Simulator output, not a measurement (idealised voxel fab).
Process module, titled voxel trench capacitor
We display cut, a cross-section 245 nm in width whose square cells are each 5 nm.
In what follows, cross-sections appear as grids of square cells, described through bands that run from the top down, where every band is one or more rows of cells.
Each band's line starts with the height of the band's top and of its bottom, in nm. Then come its materials from left to right, each with its width in nm. One material with "edge to edge" fills the band from edge to edge. "empty" is empty space.
Heights are measured from 0, the level below which the as-received wafer is all one material; the lowest band has no bottom and continues downward, written as in "0 -> down".
A width given as "30->40" starts at the first number in the band's top row and ends at the second number in its bottom row, shifting by an equal amount at every step from row to row.
"nothing altered" (step): cross-section cells unchanged, all of them.
If an empty space has no open way to the top and is at least 8 cells in size, "Sealed-off cavities" lists it, written width x height at distance, where distance is measured from the left edge and every value is in nm.
Formally, on a step line, whatever follows the settings is a remark that the simulator itself makes on the step.
overlay nm: for a step with a mask, the amount by which the mask lay right of where it was planned; a negative amount means left of it.
Steps planned for the process
| 1 | RECEIVE,material Si |
| 2 | CONFORMAL_DEP,material SiN,thk nm 10 |
| 3 | DIRECTIONAL_DEP,material aC,thk nm 10 |
| 4 | PATTERN,tone open,mask id TRENCH,material resist,width nm 15,pitch nm 40,thk nm 30,overlay nm 0 |
| 5 | DIRECTIONAL_ETCH,etch materials aC,depth nm 10 |
| 6 | STRIP,etch materials resist |
| 7 | DIRECTIONAL_ETCH,etch materials SiN,depth nm 10 |
| 8 | DIRECTIONAL_ETCH,etch materials Si,depth nm 35 |
| 9 | STRIP,etch materials aC |
| 10 | CONFORMAL_DEP,material Al2O3,thk nm 5 |
| 11 | FILL_DEP,material polySi,thk nm 10 |
| 12 | CMP,height nm 10 |
Wafer cross-section on receipt, i.e. after step 1
  0 -> down: Si edge to edge
  Sealed-off cavities: none
What the wafer looks like in cross-section after this module, when it starts as shown above and follows the plan above but one mistake is made in running it
  10 -> 0: SiN=75, then Al2O3=5, then polySi=5, then Al2O3=5, then SiN=25, then Al2O3=5, then polySi=5, then Al2O3=5, then SiN=25, then Al2O3=5, then polySi=5, then Al2O3=5, then SiN=75
  0 -> -25: Si=75, then Al2O3=5, then polySi=5, then Al2O3=5, then Si=25, then Al2O3=5, then polySi=5, then Al2O3=5, then Si=25, then Al2O3=5, then polySi=5, then Al2O3=5, then Si=75
  -25 -> -30: Si=75, then Al2O3=15, then Si=25, then Al2O3=15, then Si=25, then Al2O3=15, then Si=75
  -30 -> down: Si edge to edge
  Sealed-off cavities: none
Here's what went sideways: contrary to plan, step 8 was performed as DIRECTIONAL_ETCH,etch materials Si,depth nm 30
